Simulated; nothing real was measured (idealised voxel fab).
process module | voxel gate over fins
cross-section cut | 240 nm wide | cells 5 nm
A cross-section is a grid of square cells, given in bands from the top down. A band is one or more rows of cells.
Each band's line starts with the height of the band's top and of its bottom, in nm. Then come its materials from left to right, each with its width in nm. One material with "throughout" fills the band from edge to edge. "air" is empty space.
Height 0 is the level under which the wafer as received is all one material. The lowest band goes on downwards, as in "0 down".
A width such as "30 to 40" changes by the same amount from each row of cells to the next, from the band's top row to its bottom row.
"no change" after a step means that no cell of the cross-section changed.
closed voids: empty space of 8 cells or more with no open way to the top, each as width x height at its distance from the left edge, in nm
after a step's settings: what the simulator itself notes on the step
overlay nm, on a step with a mask: how far to the right of its planned place the mask lay; to the left if negative
plan
1 op RECEIVE | material Si
2 op CONFORMAL_DEP | material SiN | thk nm 10
3 op MASKED_ETCH | tone cover | mask id FINS | width nm 15 | pitch nm 55 | etch materials SiN | depth nm 10 | overlay nm 0
4 op MASKED_ETCH | tone cover | mask id FINS | width nm 15 | pitch nm 55 | etch materials Si | depth nm 30 | overlay nm 0
5 op FILL_DEP | material SiO2 | thk nm 10
6 op CMP | height nm 10
7 op PATTERN | tone open | mask id RAIL | material resist | width nm 15 | thk nm 20 | overlay nm 0
8 op DIRECTIONAL_ETCH | etch materials SiO2 | depth nm 35
9 op STRIP | etch materials resist
10 op CONFORMAL_DEP | material TiN | thk nm 5
11 op FILL_DEP | material Ru | thk nm 5
12 op CMP | height nm 10
13 op SELECTIVE_ETCH | etch materials W Ru TiN | depth nm 30
14 op FILL_DEP | material SiO2 | thk nm 5
15 op CMP | height nm 10
16 op SELECTIVE_ETCH | etch materials SiO2 | depth nm 20
17 op STRIP | etch materials SiN
18 op CONFORMAL_DEP | material HfO2 | thk nm 5
19 op CONFORMAL_DEP | material TiN | thk nm 5
20 op FILL_DEP | material W | thk nm 10
21 op CMP | height nm 15
22 op CONFORMAL_DEP | material SiCN | thk nm 10
as received, after step 1
  0 down: Si throughout
  closed voids: none
first wafer at the end, as planned
  25 to 15: SiCN throughout
  15 to 10: W throughout
  10 to 5: W 45 | TiN 35 | W 20 | TiN 35 | W 20 | TiN 35 | W 50
  5 to 0: W 45 | TiN 5 | HfO2 25 | TiN 5 | W 20 | TiN 5 | HfO2 25 | TiN 5 | W 20 | TiN 5 | HfO2 25 | TiN 5 | W 50
  0 to -5: TiN 50 | HfO2 5 | Si 15 | HfO2 5 | TiN 30 | HfO2 5 | Si 15 | HfO2 5 | TiN 30 | HfO2 5 | Si 15 | HfO2 5 | TiN 55
  -5 to -10: HfO2 55 | Si 15 | HfO2 40 | Si 15 | HfO2 40 | Si 15 | HfO2 60
  -10 to -20: SiO2 55 | Si 15 | SiO2 40 | Si 15 | SiO2 40 | Si 15 | SiO2 60
  -20 to -25: SiO2 55 | Si 15 | SiO2 10 | TiN 15 | SiO2 15 | Si 15 | SiO2 40 | Si 15 | SiO2 60
  -25 to -30: SiO2 55 | Si 15 | SiO2 40 | Si 15 | SiO2 40 | Si 15 | SiO2 60
  -30 down: Si throughout
  closed voids: none
second wafer at the end: like start, like plan, one mistake
  25 to 15: SiCN throughout
  15 to 10: W throughout
  10 to 5: W 45 | TiN 35 | W 20 | TiN 35 | W 20 | TiN 35 | W 50
  5 to 0: W 45 | TiN 5 | HfO2 25 | TiN 5 | W 20 | TiN 5 | HfO2 25 | TiN 5 | W 20 | TiN 5 | HfO2 25 | TiN 5 | W 50
  0 to -5: TiN 50 | HfO2 5 | Si 15 | HfO2 5 | TiN 5 | W 20 | TiN 5 | HfO2 5 | Si 15 | HfO2 5 | TiN 5 | W 20 | TiN 5 | HfO2 5 | Si 15 | HfO2 5 | TiN 55
  -5 to -10: HfO2 40 | TiN 10 | HfO2 5 | Si 15 | HfO2 5 | TiN 5 | W 20 | TiN 5 | HfO2 5 | Si 15 | HfO2 5 | TiN 5 | W 20 | TiN 5 | HfO2 5 | Si 15 | HfO2 5 | TiN 10 | HfO2 45
  -10 to -15: SiO2 35 | HfO2 5 | TiN 10 | HfO2 5 | Si 15 | HfO2 5 | TiN 30 | HfO2 5 | Si 15 | HfO2 5 | TiN 30 | HfO2 5 | Si 15 | HfO2 5 | TiN 10 | HfO2 5 | SiO2 40
  -15 to -20: SiO2 35 | HfO2 20 | Si 15 | HfO2 40 | Si 15 | HfO2 40 | Si 15 | HfO2 20 | SiO2 40
  -20 to -25: SiO2 55 | Si 15 | SiO2 10 | TiN 15 | SiO2 15 | Si 15 | SiO2 40 | Si 15 | SiO2 60
  -25 to -30: SiO2 55 | Si 15 | SiO2 40 | Si 15 | SiO2 40 | Si 15 | SiO2 60
  -30 down: Si throughout
  closed voids: none
what went wrong: steps 16 and 17 were swapped
at the end the second wafer has, in cells: 16 more of HfO2 | 48 fewer of SiO2 | 16 more of TiN | 16 more of W
